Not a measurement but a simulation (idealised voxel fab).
Title: Process Module voxel self aligned contacts
Section shown: cut. Width: 170 nm. Cell size: 5 nm, square.
Cross-section format: a grid of square cells, given as bands from top to bottom; each band is one or more rows of cells. First you get the band's top height and its bottom height, in nm, and then the materials it's made of, left to right, with each width in nm. If you see a single material with "edge to edge", that one covers the band edge to edge. "air" is empty space. Heights are reckoned from 0. Under this level, the received wafer is all of one material. The bottommost band is open-ended downward, for example "0 down". Read "30..40" as a graded width: first number on top, second number at the bottom, same change between each pair of neighbouring rows. "changes: none" (step): cross-section cells unchanged, all of them. "Fully enclosed voids" enumerates empty spaces isolated from the top, with no open way to it, that contain at least 8 cells, giving each as width x height at distance from the left edge, all three in nm. Post-settings text on a step line: simulator's own remark regarding the step. For masked steps, "overlay nm" on the step line gives how far right of plan the mask actually lay; a minus sign means it lay to the left.
# The steps planned for the process are as follows
- 1: RECEIVE, material Si
- 2: CONFORMAL_DEP, material SiO2, thk nm 5
- 3: DIRECTIONAL_DEP, material polySi, thk nm 30
- 4: DIRECTIONAL_DEP, material SiN, thk nm 20
- 5: MASKED_ETCH, tone cover, mask id GATE, width nm 35, pitch nm 70, etch materials SiN, depth nm 20, overlay nm 0
- 6: MASKED_ETCH, tone cover, mask id GATE, width nm 35, pitch nm 70, etch materials polySi, depth nm 30, overlay nm 0
- 7: CONFORMAL_DEP, material SiN, thk nm 5
- 8: DIRECTIONAL_ETCH, etch materials SiN, depth nm 5
- 9: FILL_DEP, material SiO2, thk nm 20
- 10: CMP, height nm 65
- 11: MASKED_ETCH, tone open, mask id CONTACT, width nm 45, etch materials SiO2, depth nm 65, overlay nm 0
- 12: CONFORMAL_DEP, material TiN, thk nm 5
- 13: FILL_DEP, material Ru, thk nm 10
- 14: CMP, height nm 65
- 15: CONFORMAL_DEP, material SiCN, thk nm 5
# First out of two wafers; run went to plan
# Wafer at receipt (post step 1), cross-section
0 down = Si edge to edge
Fully enclosed voids: none
# Step 2 complete: cross-section through the wafer
5 to 0 = SiO2 edge to edge
Whatever lies below 0 is exactly as it was before.
# Step 3 complete: cross-section through the wafer
35 to 5 = polySi edge to edge
Whatever lies below 5 is exactly as it was before.
# Step 4 complete: cross-section through the wafer
55 to 35 = SiN edge to edge
Whatever lies below 35 is exactly as it was before.
# Step 5 complete: cross-section through the wafer
55 to 35 = air 30 / SiN 35 / air 35 / SiN 35 / air 35
Whatever lies below 35 is exactly as it was before.
# Step 6 complete: cross-section through the wafer
55 to 35 = air 30 / SiN 35 / air 35 / SiN 35 / air 35
35 to 5 = air 30 / polySi 35 / air 35 / polySi 35 / air 35
Whatever lies below 5 is exactly as it was before.
# Step 7 complete: cross-section through the wafer
60 to 35 = air 25 / SiN 45 / air 25 / SiN 45 / air 30
35 to 10 = air 25 / SiN 5 / polySi 35 / SiN 5 / air 25 / SiN 5 / polySi 35 / SiN 5 / air 30
10 to 5 = SiN 30 / polySi 35 / SiN 35 / polySi 35 / SiN 35
Whatever lies below 5 is exactly as it was before.
# Step 8 complete: cross-section through the wafer
55 to 35 = air 25 / SiN 45 / air 25 / SiN 45 / air 30
35 to 5 = air 25 / SiN 5 / polySi 35 / SiN 5 / air 25 / SiN 5 / polySi 35 / SiN 5 / air 30
Whatever lies below 5 is exactly as it was before.
# Step 9 complete: cross-section through the wafer
75 to 55 = SiO2 edge to edge
55 to 35 = SiO2 25 / SiN 45 / SiO2 25 / SiN 45 / SiO2 30
35 to 5 = SiO2 25 / SiN 5 / polySi 35 / SiN 5 / SiO2 25 / SiN 5 / polySi 35 / SiN 5 / SiO2 30
Whatever lies below 5 is exactly as it was before.
# Step 10 complete: cross-section through the wafer
65 to 55 = SiO2 edge to edge
Whatever lies below 55 is exactly as it was before.
# Step 11 complete: cross-section through the wafer
65 to 55 = SiO2 60 / air 45 / SiO2 65
55 to 35 = SiO2 25 / SiN 45 / air 25 / SiN 45 / SiO2 30
35 to 5 = SiO2 25 / SiN 5 / polySi 35 / SiN 5 / air 25 / SiN 5 / polySi 35 / SiN 5 / SiO2 30
5 to 0 = SiO2 70 / air 25 / SiO2 75
Whatever lies below 0 is exactly as it was before.
# Step 12 complete: cross-section through the wafer
70 to 65 = TiN 65 / air 35 / TiN 70
65 to 55 = SiO2 60 / TiN 5..15 / air 35..15 / TiN 5..15 / SiO2 65
55 to 35 = SiO2 25 / SiN 45 / TiN 5 / air 15 / TiN 5 / SiN 45 / SiO2 30
35 to 5 = SiO2 25 / SiN 5 / polySi 35 / SiN 5 / TiN 5 / air 15 / TiN 5 / SiN 5 / polySi 35 / SiN 5 / SiO2 30
5 to 0 = SiO2 70 / TiN 25 / SiO2 75
Whatever lies below 0 is exactly as it was before.
# Step 13 complete: cross-section through the wafer
80 to 70 = Ru edge to edge
70 to 65 = TiN 65 / Ru 35 / TiN 70
65 to 55 = SiO2 60 / TiN 5..15 / Ru 35..15 / TiN 5..15 / SiO2 65
55 to 35 = SiO2 25 / SiN 45 / TiN 5 / Ru 15 / TiN 5 / SiN 45 / SiO2 30
35 to 5 = SiO2 25 / SiN 5 / polySi 35 / SiN 5 / TiN 5 / Ru 15 / TiN 5 / SiN 5 / polySi 35 / SiN 5 / SiO2 30
Whatever lies below 5 is exactly as it was before.
# Step 14 complete: cross-section through the wafer
65 to 55 = SiO2 60 / TiN 5..15 / Ru 35..15 / TiN 5..15 / SiO2 65
Whatever lies below 55 is exactly as it was before.
# Step 15 complete: cross-section through the wafer
70 to 65 = SiCN edge to edge
Whatever lies below 65 is exactly as it was before.
# The second wafer began exactly as the first did and followed the same plan, but one mistake was made while running it; through step 10 inclusive, the two wafers are identical
# Second wafer at the planned finish of step 11, seen in cross-section
65 to 55 = air 60 / SiO2 45 / air 65
55 to 35 = air 25 / SiN 45 / SiO2 25 / SiN 45 / air 30
35 to 5 = air 25 / SiN 5 / polySi 35 / SiN 5 / SiO2 25 / SiN 5 / polySi 35 / SiN 5 / air 30
5 to 0 = air 25 / SiO2 115 / air 30
Whatever lies below 0 is exactly as it was before.
# Second wafer at the planned finish of step 12, seen in cross-section
70 to 65 = air 55 / TiN 55 / air 60
65 to 55 = air 55..20 / TiN 5..40 / SiO2 45 / TiN 5..40 / air 60..25
55 to 35 = air 20 / TiN 5 / SiN 45 / SiO2 25 / SiN 45 / TiN 5 / air 25
35 to 5 = air 20 / TiN 5 / SiN 5 / polySi 35 / SiN 5 / SiO2 25 / SiN 5 / polySi 35 / SiN 5 / TiN 5 / air 25
5 to 0 = TiN 25 / SiO2 115 / TiN 30
Whatever lies below 0 is exactly as it was before.
# Second wafer at the planned finish of step 13, seen in cross-section
80 to 70 = Ru edge to edge
70 to 65 = Ru 55 / TiN 55 / Ru 60
65 to 55 = Ru 55..20 / TiN 5..40 / SiO2 45 / TiN 5..40 / Ru 60..25
55 to 35 = Ru 20 / TiN 5 / SiN 45 / SiO2 25 / SiN 45 / TiN 5 / Ru 25
35 to 5 = Ru 20 / TiN 5 / SiN 5 / polySi 35 / SiN 5 / SiO2 25 / SiN 5 / polySi 35 / SiN 5 / TiN 5 / Ru 25
Whatever lies below 5 is exactly as it was before.
# Second wafer at the planned finish of step 14, seen in cross-section
65 to 55 = Ru 55..20 / TiN 5..40 / SiO2 45 / TiN 5..40 / Ru 60..25
Whatever lies below 55 is exactly as it was before.
# Second wafer at the planned finish of step 15, seen in cross-section
70 to 65 = SiCN edge to edge
Whatever lies below 65 is exactly as it was before.
So what did we get wrong on this run? not per plan at step 11, really ran MASKED_ETCH, tone cover, mask id CONTACT, width nm 45, etch materials SiO2, depth nm 65, overlay nm 0
Wrapping up, a cell-based count of both wafers puts the second over or under the first for these materials: 82 more of Ru; 98 fewer of SiO2; 16 more of TiN
